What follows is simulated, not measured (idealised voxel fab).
process module | voxel released beams
cross-section cut | 150 nm wide | cells 5 nm
A cross-section is a grid of square cells, given in bands from the top down. A band is one or more rows of cells.
Each band's line starts with the height of the band's top and of its bottom, in nm. Then come its materials from left to right, each with its width in nm. One material with "throughout" fills the band from edge to edge. "air" is empty space.
Height 0 is the level under which the wafer as received is all one material. The lowest band goes on downwards, as in "0 down".
A width such as "30 to 40" changes by the same amount from each row of cells to the next, from the band's top row to its bottom row.
"no change" after a step means that no cell of the cross-section changed.
closed voids: empty space of 8 cells or more with no open way to the top, each as width x height at its distance from the left edge, in nm
after a step's settings: what the simulator itself notes on the step
overlay nm, on a step with a mask: how far to the right of its planned place the mask lay; to the left if negative
plan
1 op RECEIVE | material Si
2 op CONFORMAL_DEP | material Al2O3 | thk nm 5
3 op DIRECTIONAL_DEP | material SiO2 | thk nm 20
4 op DIRECTIONAL_DEP | material aC | thk nm 10
5 op PATTERN | tone open | mask id ANCHOR | material resist | width nm 40 | thk nm 30 | overlay nm 0
6 op DIRECTIONAL_ETCH | etch materials aC | depth nm 10
7 op STRIP | etch materials resist
8 op DIRECTIONAL_ETCH | etch materials SiO2 | depth nm 20
9 op STRIP | etch materials aC
10 op CONFORMAL_DEP | material polySi | thk nm 15
11 op PATTERN | tone cover | mask id BEAM | material resist | width nm 115 | thk nm 15 | overlay nm 0
12 op DIRECTIONAL_ETCH | etch materials polySi | depth nm 15
13 op STRIP | etch materials resist
14 op STRIP | etch materials SiO2
as received, after step 1
  0 down: Si throughout
  closed voids: none
a wafer at the end: this start, this plan, one mistake
  55 to 40: air 15 | polySi 115 | air 20
  40 to 25: polySi throughout
  25 to 5: SiO2 20 | polySi 40 | SiO2 90
  5 to 0: Al2O3 throughout
  0 down: Si throughout
  closed voids: none
what went wrong: step 10 was run twice
